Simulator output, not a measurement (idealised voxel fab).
You're looking at the process module voxel transistor to metal.
FYI the section here is cut, 190 nm wide, cells are 5 nm squares.
Throughout this document, each cross-section is represented as a grid of square cells and is presented as a sequence of bands enumerated from the top downward, where a band comprises one or more rows of cells. Band: top height; bottom height; in nm. Then, left to right: material with width in nm, for each material. "all across": a single material spanning edge to edge. "empty": empty space. Heights from 0 (as-received wafer is one material below). Bottom band endless downward, as "0 nm and below". Think of "30->40" as a width that walks from the first number to the second as you go down the band, top row to bottom row, taking equal-sized steps from row to row. "everything unchanged", as given for a step, is the statement that not any cell of the cross-section underwent a change during that step. If an empty space has no open way to the top and is at least 8 cells in size, "Non-vented voids" lists it, written width x height at distance, where distance is measured from the left edge and every value is in nm. On a step's line, text after the settings is the simulator commenting on that step. On any step carrying a mask, the "overlay nm" setting, if present on the step's line, tells how far right of its planned place the mask lay; negative values point to the left.

[Steps in the process plan]
- 1: RECEIVE with material Si
- 2: CONFORMAL_DEP with material SiO2, thk nm 5
- 3: CONFORMAL_DEP with material SiN, thk nm 15
- 4: PATTERN with tone cover, mask id ACTIVE, material resist, width nm 115, thk nm 20, overlay nm 0
- 5: DIRECTIONAL_ETCH with etch materials SiN, depth nm 15
- 6: DIRECTIONAL_ETCH with etch materials SiO2, depth nm 5
- 7: DIRECTIONAL_ETCH with etch materials Si, depth nm 35
- 8: STRIP with etch materials resist
- 9: FILL_DEP with material SiO2, thk nm 10
- 10: CMP with height nm 20
- 11: SELECTIVE_ETCH with etch materials SiO2, depth nm 15
- 12: STRIP with etch materials SiN
- 13: SELECTIVE_ETCH with etch materials SiO2, depth nm 5
- 14: OXIDIZE with depth nm 5
- 15: DIRECTIONAL_DEP with material polySi, thk nm 25
- 16: DIRECTIONAL_DEP with material SiCN, thk nm 15
- 17: DIRECTIONAL_DEP with material aC, thk nm 15
- 18: PATTERN with tone cover, mask id GATE, material resist, width nm 25, thk nm 30, overlay nm 0
- 19: DIRECTIONAL_ETCH with etch materials aC, depth nm 15
- 20: STRIP with etch materials resist
- 21: DIRECTIONAL_ETCH with etch materials SiCN, depth nm 25
- 22: DIRECTIONAL_ETCH with etch materials polySi, depth nm 35
- 23: STRIP with etch materials aC
- 24: CONFORMAL_DEP with material SiO2, thk nm 5
- 25: DIRECTIONAL_ETCH with etch materials SiO2, depth nm 5
- 26: CONFORMAL_DEP with material SiN, thk nm 10
- 27: DIRECTIONAL_ETCH with etch materials SiN, depth nm 10
- 28: DIRECTIONAL_ETCH with etch materials SiO2, depth nm 5
- 29: EPI with material nSi, thk nm 5
- 30: FILL_DEP with material SiO2, thk nm 10
- 31: CMP with height nm 40
- 32: DIRECTIONAL_DEP with material SiO2, thk nm 10
- 33: DIRECTIONAL_DEP with material aC, thk nm 10
- 34: PATTERN with tone open, mask id CONTACT, material resist, width nm 20, pitch nm 75, thk nm 25, overlay nm 0
- 35: DIRECTIONAL_ETCH with etch materials aC, depth nm 10
- 36: STRIP with etch materials resist
- 37: DIRECTIONAL_ETCH with etch materials SiO2, depth nm 50
- 38: STRIP with etch materials aC
- 39: CONFORMAL_DEP with material TiN, thk nm 5
- 40: FILL_DEP with material Ru, thk nm 5
- 41: CMP with height nm 50
- 42: DIRECTIONAL_DEP with material TiN, thk nm 5
- 43: DIRECTIONAL_DEP with material W, thk nm 20
- 44: MASKED_ETCH with tone cover, mask id METAL_1, width nm 20, pitch nm 75, etch materials W, depth nm 20, overlay nm 0
- 45: MASKED_ETCH with tone cover, mask id METAL_1, width nm 20, pitch nm 75, etch materials TiN, depth nm 5, overlay nm 0
- 46: FILL_DEP with material SiO2, thk nm 5
- 47: CMP with height nm 75
- 48: CONFORMAL_DEP with material SiCN, thk nm 5
- 49: DIRECTIONAL_DEP with material lowk, thk nm 35
- 50: MASKED_ETCH with tone open, mask id METAL_2, width nm 20, pitch nm 75, etch materials lowk, depth nm 20, overlay nm 0
- 51: PATTERN with tone open, mask id METAL_2_HOLES, material resist, width nm 15, pitch nm 75, thk nm 15, overlay nm 0
- 52: DIRECTIONAL_ETCH with etch materials lowk, depth nm 15
- 53: DIRECTIONAL_ETCH with etch materials SiCN, depth nm 5
- 54: STRIP with etch materials resist
- 55: CONFORMAL_DEP with material TiN, thk nm 5
- 56: FILL_DEP with material Ru, thk nm 10
- 57: CMP with height nm 115
- 58: CONFORMAL_DEP with material SiCN, thk nm 5

[Wafer at receipt (post step 1), cross-section]
  0 nm and below | Si all across
  Non-vented voids: none

[Here's the cross-section of the first of our two wafers at the end of the module - it ran as planned]
  120 nm to 115 nm | SiCN all across
  115 nm to 100 nm | 45 nm lowk  5 nm TiN  10 nm Ru  5 nm TiN  55 nm lowk  5 nm TiN  10 nm Ru  5 nm TiN  50 nm lowk
  100 nm to 95 nm | 45 nm lowk  5 nm TiN  5 nm Ru  10 nm TiN  55 nm lowk  5 nm TiN  5 nm Ru  10 nm TiN  50 nm lowk
  95 nm to 80 nm | 45 nm lowk  5 nm TiN  5 nm Ru  5 nm TiN  60 nm lowk  5 nm TiN  5 nm Ru  5 nm TiN  55 nm lowk
  80 nm to 75 nm | 45 nm SiCN  15 nm TiN  60 nm SiCN  15 nm TiN  55 nm SiCN
  75 nm to 55 nm | 45 nm SiO2  20 nm W  55 nm SiO2  20 nm W  50 nm SiO2
  55 nm to 50 nm | 45 nm SiO2  20 nm TiN  55 nm SiO2  20 nm TiN  50 nm SiO2
  50 nm to 40 nm | 45 nm SiO2  5 nm TiN  10 nm Ru  5 nm TiN  55 nm SiO2  5 nm TiN  10 nm Ru  5 nm TiN  50 nm SiO2
  40 nm to 25 nm | 45 nm SiO2  5 nm TiN  10 nm Ru  5 nm TiN  10 nm SiN  5 nm SiO2  25 nm SiCN  5 nm SiO2  10 nm SiN  5 nm TiN  10 nm Ru  5 nm TiN  50 nm SiO2
  25 nm to 5 nm | 45 nm SiO2  5 nm TiN  10 nm Ru  5 nm TiN  10 nm SiN  5 nm SiO2  25 nm polySi  5 nm SiO2  10 nm SiN  5 nm TiN  10 nm Ru  5 nm TiN  50 nm SiO2
  5 nm to 0 nm | 45 nm SiO2  20 nm TiN  10 nm SiN  5 nm SiO2  25 nm polySi  5 nm SiO2  10 nm SiN  20 nm TiN  50 nm SiO2
  0 nm to -5 nm | 30 nm SiO2  35 nm nSi  55 nm SiO2  35 nm nSi  35 nm SiO2
  -5 nm to -35 nm | 35 nm SiO2  115 nm Si  40 nm SiO2
  -35 nm and below | Si all across
  Non-vented voids: none

[Cross-section, second wafer: same start as the first, same plan as the first, one mistake in running it; taken at the end of the module]
  120 nm to 115 nm | SiCN all across
  115 nm to 100 nm | 45 nm lowk  5 nm TiN  10 nm W  5 nm TiN  55 nm lowk  5 nm TiN  10 nm W  5 nm TiN  50 nm lowk
  100 nm to 95 nm | 45 nm lowk  5 nm TiN  5 nm W  10 nm TiN  55 nm lowk  5 nm TiN  5 nm W  10 nm TiN  50 nm lowk
  95 nm to 80 nm | 45 nm lowk  5 nm TiN  5 nm W  5 nm TiN  60 nm lowk  5 nm TiN  5 nm W  5 nm TiN  55 nm lowk
  80 nm to 75 nm | 45 nm SiCN  15 nm TiN  60 nm SiCN  15 nm TiN  55 nm SiCN
  75 nm to 55 nm | 45 nm SiO2  20 nm W  55 nm SiO2  20 nm W  50 nm SiO2
  55 nm to 50 nm | 45 nm SiO2  20 nm TiN  55 nm SiO2  20 nm TiN  50 nm SiO2
  50 nm to 40 nm | 45 nm SiO2  5 nm TiN  10 nm Ru  5 nm TiN  55 nm SiO2  5 nm TiN  10 nm Ru  5 nm TiN  50 nm SiO2
  40 nm to 25 nm | 45 nm SiO2  5 nm TiN  10 nm Ru  5 nm TiN  10 nm SiN  5 nm SiO2  25 nm SiCN  5 nm SiO2  10 nm SiN  5 nm TiN  10 nm Ru  5 nm TiN  50 nm SiO2
  25 nm to 5 nm | 45 nm SiO2  5 nm TiN  10 nm Ru  5 nm TiN  10 nm SiN  5 nm SiO2  25 nm polySi  5 nm SiO2  10 nm SiN  5 nm TiN  10 nm Ru  5 nm TiN  50 nm SiO2
  5 nm to 0 nm | 45 nm SiO2  20 nm TiN  10 nm SiN  5 nm SiO2  25 nm polySi  5 nm SiO2  10 nm SiN  20 nm TiN  50 nm SiO2
  0 nm to -5 nm | 30 nm SiO2  35 nm nSi  55 nm SiO2  35 nm nSi  35 nm SiO2
  -5 nm to -35 nm | 35 nm SiO2  115 nm Si  40 nm SiO2
  -35 nm and below | Si all across
  Non-vented voids: none
Deviation noted in wafer processing: step 56 was processed under conditions differing from the plan, specifically as FILL_DEP with material W, thk nm 10
Materials where the second wafer ends with more or fewer cells than the first: Ru -20, W +20
